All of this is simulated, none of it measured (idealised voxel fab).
The name of this process module is voxel trench capacitor.
Cross-sectional view cut (width: 260 nm; square cell size: 5 nm).
A cross-section is written here as square cells arranged in a grid, and it is given in bands from the top down, each band taking up one or more rows of cells.
The band entry comprises the height of the band's top followed by the height of its bottom, expressed in nm, and subsequently the band's materials from left to right, each stated together with its width in nm. Where a single material is marked with the word "all across", that material fills the band from edge to edge. The word "empty" represents empty space.
The reference from which all heights are counted is 0, the level beneath which the as-received wafer is entirely one material; the lowest band, having no lower bound, proceeds downward and is written after the example "0 down".
Width spec "30 to 40" -> top row of cells at first value, bottom row at second value, equal per-row change in between.
"all unchanged", as given for a step, is the statement that not any cell of the cross-section underwent a change during that step.
Empty spaces counting at least 8 cells and having no open way to the top are listed in "closed voids". The notation width x height at distance is used for each, the distance being from the left edge and all three values in nm.
It should be noted that, on the line of a given step, the content following the step's settings is a remark produced by the simulator itself with respect to that step.
Regarding "overlay nm": on a step with a mask, it is the distance the mask lay to the right of its planned place; a negative value places it to the left.
Here's what the planned process steps look like
1. RECEIVE, material Si
2. CONFORMAL_DEP, material SiN, thk nm 5
3. DIRECTIONAL_DEP, material aC, thk nm 15
4. PATTERN, tone open, mask id TRENCH, material resist, width nm 15, pitch nm 40, thk nm 35, overlay nm 0
5. DIRECTIONAL_ETCH, etch materials aC, depth nm 15
6. STRIP, etch materials resist
7. DIRECTIONAL_ETCH, etch materials SiN, depth nm 5
8. DIRECTIONAL_ETCH, etch materials Si, depth nm 40
9. STRIP, etch materials aC
10. CONFORMAL_DEP, material Al2O3, thk nm 5
11. FILL_DEP, material polySi, thk nm 5
12. CMP, height nm 5
Same starting wafers, different width nm at step 4. Plan value belongs to the first wafer.
Cross-section of the first incoming wafer of several, state after step 1
* 0 down  Si all across
* closed voids: none
The rows of the table below are wafers. Looking at the end of the module, a row counts, for every material, the cells the wafer has gained, shown as (+), or lost, shown as (-), since it was received; its closed voids come next
width nm 15; +57 Al2O3; -72 Si; +43 SiN; +24 polySi; closed voids: none
width nm 20; +60 Al2O3; -96 Si; +40 SiN; +48 polySi; closed voids: none
width nm 25; +63 Al2O3; -120 Si; +37 SiN; +72 polySi; closed voids: none
